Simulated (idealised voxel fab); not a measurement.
The document below concerns the process module designated voxel transistor to metal.
Section shown: cut. Width: 165 nm. Cell size: 5 nm, square.
A cross-section is written here as square cells arranged in a grid, and it is given in bands from the top down, each band taking up one or more rows of cells. The band entry comprises the height of the band's top followed by the height of its bottom, expressed in nm, and subsequently the band's materials from left to right, each stated together with its width in nm. Where a single material is marked with the word "all across", that material fills the band from edge to edge. The word "empty" represents empty space. Measure heights from 0. That's the level where, below it, the as-received wafer is all one material. The lowest band is bottomless and extends downward; write it as in "0 -> down". With a width like "30 to 40", each row of cells in the band differs from the next by the same amount, the top row carrying the first number and the bottom row the second. Step marked "no change"? Then no cell in the cross-section changed in it. "Closed internal cavities" contains a list of empty spaces, each no smaller than 8 cells and without an open way to the top, written in the form width x height at distance with the distance from the left edge and all three in nm. If you see something after the settings on a step's line, that's the simulator's own remark about that step. overlay nm, on a step with a mask: how far to the right of its planned place the mask lay; to the left if negative.

Set out below are the planned steps of the process
- 1: RECEIVE [material Si]
- 2: OXIDIZE [depth nm 5]
- 3: CONFORMAL_DEP [material SiN] [thk nm 10]
- 4: MASKED_ETCH [tone cover] [mask id ACTIVE] [width nm 115] [etch materials SiN] [depth nm 10] [overlay nm 0]
- 5: MASKED_ETCH [tone cover] [mask id ACTIVE] [width nm 115] [etch materials SiO2] [depth nm 5] [overlay nm 0]
- 6: MASKED_ETCH [tone cover] [mask id ACTIVE] [width nm 115] [etch materials Si] [depth nm 35] [overlay nm 0]
- 7: OXIDIZE [depth nm 5]
- 8: FILL_DEP [material SiO2] [thk nm 15]
- 9: CMP [height nm 10]
- 10: SELECTIVE_ETCH [etch materials SiO2] [depth nm 10]
- 11: STRIP [etch materials SiN]
- 12: SELECTIVE_ETCH [etch materials SiO2] [depth nm 5]
- 13: OXIDIZE [depth nm 5]
- 14: DIRECTIONAL_DEP [material polySi] [thk nm 25]
- 15: DIRECTIONAL_DEP [material SiCN] [thk nm 10]
- 16: MASKED_ETCH [tone cover] [mask id GATE] [width nm 35] [etch materials SiCN] [depth nm 20] [overlay nm 0]
- 17: MASKED_ETCH [tone cover] [mask id GATE] [width nm 35] [etch materials polySi] [depth nm 35] [overlay nm 0]
- 18: CONFORMAL_DEP [material SiN] [thk nm 10]
- 19: DIRECTIONAL_ETCH [etch materials SiN] [depth nm 10]
- 20: DIRECTIONAL_ETCH [etch materials SiO2] [depth nm 5]
- 21: DIRECTIONAL_ETCH [etch materials Si] [depth nm 5]
- 22: EPI [material SiGe] [thk nm 5]
- 23: FILL_DEP [material SiO2] [thk nm 10]
- 24: CMP [height nm 20]
- 25: STRIP [etch materials polySi]
- 26: SELECTIVE_ETCH [etch materials SiO2] [depth nm 5]
- 27: CONFORMAL_DEP [material HfO2] [thk nm 5]
- 28: CONFORMAL_DEP [material TiN] [thk nm 5]
- 29: FILL_DEP [material W] [thk nm 5]
- 30: CMP [height nm 15]
- 31: DIRECTIONAL_DEP [material SiO2] [thk nm 10]
- 32: DIRECTIONAL_DEP [material aC] [thk nm 10]
- 33: PATTERN [tone open] [mask id CONTACT] [material resist] [width nm 20] [pitch nm 85] [thk nm 30] [overlay nm 0]
- 34: DIRECTIONAL_ETCH [etch materials aC] [depth nm 10]
- 35: STRIP [etch materials resist]
- 36: DIRECTIONAL_ETCH [etch materials SiO2] [depth nm 35]
- 37: STRIP [etch materials aC]
- 38: CONFORMAL_DEP [material TiN] [thk nm 5]
- 39: FILL_DEP [material W] [thk nm 5]
- 40: CMP [height nm 25]
- 41: DIRECTIONAL_DEP [material TiN] [thk nm 5]
- 42: DIRECTIONAL_DEP [material W] [thk nm 25]
- 43: MASKED_ETCH [tone cover] [mask id METAL_1] [width nm 20] [pitch nm 85] [etch materials W] [depth nm 25] [overlay nm 0]
- 44: MASKED_ETCH [tone cover] [mask id METAL_1] [width nm 20] [pitch nm 85] [etch materials TiN] [depth nm 5] [overlay nm 0]
- 45: CONFORMAL_DEP [material SiN] [thk nm 5]
- 46: FILL_DEP [material lowk] [thk nm 5]
- 47: CMP [height nm 55]
- 48: CONFORMAL_DEP [material SiCN] [thk nm 5]

Cross-section, incoming material, after step 1
0 -> down = Si all across
Closed internal cavities: none

Here's the wafer cut in cross-section after the module, started and planned just like above, except one thing was done wrong in the run
60 -> 55 = SiCN all across
55 -> 30 = lowk all across
30 -> 25 = TiN all across
25 -> 15 = SiO2 30, then TiN 5, then W 10, then TiN 5, then SiO2 65, then TiN 5, then W 10, then TiN 5, then SiO2 30
15 -> 0 = SiO2 30, then TiN 5, then W 10, then TiN 5, then SiO2 5, then SiN 10, then HfO2 5, then TiN 5, then W 15, then TiN 5, then HfO2 5, then SiN 10, then SiO2 5, then TiN 5, then W 10, then TiN 5, then SiO2 30
0 -> -5 = SiO2 30, then TiN 5, then W 10, then TiN 5, then SiO2 5, then SiN 10, then HfO2 5, then TiN 25, then HfO2 5, then SiN 10, then SiO2 5, then TiN 5, then W 10, then TiN 5, then SiO2 30
-5 -> -10 = SiO2 30, then TiN 20, then SiGe 5, then SiO2 5, then HfO2 45, then SiO2 5, then SiGe 5, then TiN 20, then SiO2 30
-10 -> -15 = SiO2 30, then SiGe 25, then Si 55, then SiGe 25, then SiO2 30
-15 -> -45 = SiO2 30, then Si 105, then SiO2 30
-45 -> down = Si all across
Closed internal cavities: none
Deviation from plan: step 42, actual vs plan mismatch, actual run DIRECTIONAL_DEP [material lowk] [thk nm 25]
